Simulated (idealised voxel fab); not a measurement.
Title: Process Module voxel spacer lines
Section shown: cut. Width: 250 nm. Cell size: 5 nm, square.
Square cells in a grid make up a cross-section in this document, and the grid is given as bands, listed from the top down, each one or more rows of cells.
It is stipulated that each band's entry specify, in nanometres, the height of the top of the band and then that of its bottom, followed by the materials of the band in left-to-right sequence, each together with its width in nanometres. A single material marked by the word "everywhere" is understood to fill the band from edge to edge; the word "air" is understood to denote empty space.
Height datum 0, below which the as-received substrate wafer is one material. Lowest band open at the bottom, running downward: "0 -> down".
A width given as "30->40" starts at the first number in the band's top row and ends at the second number in its bottom row, shifting by an equal amount at every step from row to row.
No cell of the cross-section changed in a step that is given as "left unchanged".
The list in "Closed void inventory" covers empty spaces of 8 cells or more that cannot reach the top through any open way, and it gives each as width x height at distance; the distance is from the left edge, and width, height and distance are in nm.
Past the settings on a step's line: simulator remark, on that step.
Steps that use a mask can have "overlay nm" on their line. It says how far the mask sat to the right of where it was meant to be. Negative means to the left.

[The steps planned for the process are as follows]
1 op RECEIVE | material Si
2 op CONFORMAL_DEP | material Al2O3 | thk nm 5
3 op DIRECTIONAL_DEP | material SiN | thk nm 15
4 op DIRECTIONAL_DEP | material aC | thk nm 30
5 op PATTERN | tone cover | mask id MANDREL | material resist | width nm 25 | pitch nm 70 | thk nm 35 | overlay nm 0
6 op DIRECTIONAL_ETCH | etch materials aC | depth nm 30
7 op STRIP | etch materials resist
8 op CONFORMAL_DEP | material SiO2 | thk nm 10
9 op DIRECTIONAL_ETCH | etch materials SiO2 | depth nm 10
10 op STRIP | etch materials aC
11 op DIRECTIONAL_ETCH | etch materials SiN | depth nm 15
12 op STRIP | etch materials SiO2

[First of the two wafers, run per plan]

[This is the cross-section of the wafer as we received it, i.e. after step 1]
* 0 -> down = Si everywhere
* Closed void inventory: none

[Cross-section: wafer state after step 2]
* 5 -> 0 = Al2O3 everywhere
* Rest of section, below 0: as before.

[Cross-section: wafer state after step 3]
* 20 -> 5 = SiN everywhere
* Rest of section, below 5: as before.

[Cross-section: wafer state after step 4]
* 50 -> 20 = aC everywhere
* Rest of section, below 20: as before.

[Cross-section: wafer state after step 5]
* 85 -> 50 = 40 of air | 25 of resist | 45 of air | 25 of resist | 45 of air | 25 of resist | 45 of air
* Rest of section, below 50: as before.

[Cross-section: wafer state after step 6]
* 55 -> 50 = 40 of air | 25 of resist | 45 of air | 25 of resist | 45 of air | 25 of resist | 45 of air
* 50 -> 20 = 40 of air | 25 of aC | 45 of air | 25 of aC | 45 of air | 25 of aC | 45 of air
* Rest of section, below 20: as before.

[Cross-section: wafer state after step 7]
* 50 -> 20 = 40 of air | 25 of aC | 45 of air | 25 of aC | 45 of air | 25 of aC | 45 of air
* Rest of section, below 20: as before.

[Cross-section: wafer state after step 8]
* 60 -> 50 = 30 of air | 45 of SiO2 | 25 of air | 45 of SiO2 | 25 of air | 45 of SiO2 | 35 of air
* 50 -> 30 = 30 of air | 10 of SiO2 | 25 of aC | 10 of SiO2 | 25 of air | 10 of SiO2 | 25 of aC | 10 of SiO2 | 25 of air | 10 of SiO2 | 25 of aC | 10 of SiO2 | 35 of air
* 30 -> 20 = 40 of SiO2 | 25 of aC | 45 of SiO2 | 25 of aC | 45 of SiO2 | 25 of aC | 45 of SiO2
* Rest of section, below 20: as before.

[Cross-section: wafer state after step 9]
* 50 -> 20 = 30 of air | 10 of SiO2 | 25 of aC | 10 of SiO2 | 25 of air | 10 of SiO2 | 25 of aC | 10 of SiO2 | 25 of air | 10 of SiO2 | 25 of aC | 10 of SiO2 | 35 of air
* Rest of section, below 20: as before.

[Cross-section: wafer state after step 10]
* 50 -> 20 = 30 of air | 10 of SiO2 | 25 of air | 10 of SiO2 | 25 of air | 10 of SiO2 | 25 of air | 10 of SiO2 | 25 of air | 10 of SiO2 | 25 of air | 10 of SiO2 | 35 of air
* Rest of section, below 20: as before.

[Cross-section: wafer state after step 11]
* 50 -> 20 = 30 of air | 10 of SiO2 | 25 of air | 10 of SiO2 | 25 of air | 10 of SiO2 | 25 of air | 10 of SiO2 | 25 of air | 10 of SiO2 | 25 of air | 10 of SiO2 | 35 of air
* 20 -> 5 = 30 of air | 10 of SiN | 25 of air | 10 of SiN | 25 of air | 10 of SiN | 25 of air | 10 of SiN | 25 of air | 10 of SiN | 25 of air | 10 of SiN | 35 of air
* Rest of section, below 5: as before.

[Cross-section: wafer state after step 12]
* 20 -> 5 = 30 of air | 10 of SiN | 25 of air | 10 of SiN | 25 of air | 10 of SiN | 25 of air | 10 of SiN | 25 of air | 10 of SiN | 25 of air | 10 of SiN | 35 of air
* Rest of section, below 5: as before.

[Companion wafer, the second of two: same beginning, same intended sequence, one mistake in carrying it out; through step 4 inclusive it tracks the first exactly]

[Planned end of step 5: second wafer, cross-section]
* 85 -> 50 = 50 of air | 25 of resist | 45 of air | 25 of resist | 45 of air | 25 of resist | 35 of air
* Rest of section, below 50: as before.

[Planned end of step 6: second wafer, cross-section]
* 55 -> 50 = 50 of air | 25 of resist | 45 of air | 25 of resist | 45 of air | 25 of resist | 35 of air
* 50 -> 20 = 50 of air | 25 of aC | 45 of air | 25 of aC | 45 of air | 25 of aC | 35 of air
* Rest of section, below 20: as before.

[Planned end of step 7: second wafer, cross-section]
* 50 -> 20 = 50 of air | 25 of aC | 45 of air | 25 of aC | 45 of air | 25 of aC | 35 of air
* Rest of section, below 20: as before.

[Planned end of step 8: second wafer, cross-section]
* 60 -> 50 = 40 of air | 45 of SiO2 | 25 of air | 45 of SiO2 | 25 of air | 45 of SiO2 | 25 of air
* 50 -> 30 = 40 of air | 10 of SiO2 | 25 of aC | 10 of SiO2 | 25 of air | 10 of SiO2 | 25 of aC | 10 of SiO2 | 25 of air | 10 of SiO2 | 25 of aC | 10 of SiO2 | 25 of air
* 30 -> 20 = 50 of SiO2 | 25 of aC | 45 of SiO2 | 25 of aC | 45 of SiO2 | 25 of aC | 35 of SiO2
* Rest of section, below 20: as before.

[Planned end of step 9: second wafer, cross-section]
* 50 -> 20 = 40 of air | 10 of SiO2 | 25 of aC | 10 of SiO2 | 25 of air | 10 of SiO2 | 25 of aC | 10 of SiO2 | 25 of air | 10 of SiO2 | 25 of aC | 10 of SiO2 | 25 of air
* Rest of section, below 20: as before.

[Planned end of step 10: second wafer, cross-section]
* 50 -> 20 = 40 of air | 10 of SiO2 | 25 of air | 10 of SiO2 | 25 of air | 10 of SiO2 | 25 of air | 10 of SiO2 | 25 of air | 10 of SiO2 | 25 of air | 10 of SiO2 | 25 of air
* Rest of section, below 20: as before.

[Planned end of step 11: second wafer, cross-section]
* 50 -> 20 = 40 of air | 10 of SiO2 | 25 of air | 10 of SiO2 | 25 of air | 10 of SiO2 | 25 of air | 10 of SiO2 | 25 of air | 10 of SiO2 | 25 of air | 10 of SiO2 | 25 of air
* 20 -> 5 = 40 of air | 10 of SiN | 25 of air | 10 of SiN | 25 of air | 10 of SiN | 25 of air | 10 of SiN | 25 of air | 10 of SiN | 25 of air | 10 of SiN | 25 of air
* Rest of section, below 5: as before.

[Planned end of step 12: second wafer, cross-section]
* 20 -> 5 = 40 of air | 10 of SiN | 25 of air | 10 of SiN | 25 of air | 10 of SiN | 25 of air | 10 of SiN | 25 of air | 10 of SiN | 25 of air | 10 of SiN | 25 of air
* Rest of section, below 5: as before.
Plan not followed: off-plan run, step 5, actual operation and settings op PATTERN | tone cover | mask id MANDREL | material resist | width nm 25 | pitch nm 70 | thk nm 35 | overlay nm 10
If you tally the cells, the second wafer ends up with the same amount of every material as the first; it's all just sitting in different places.
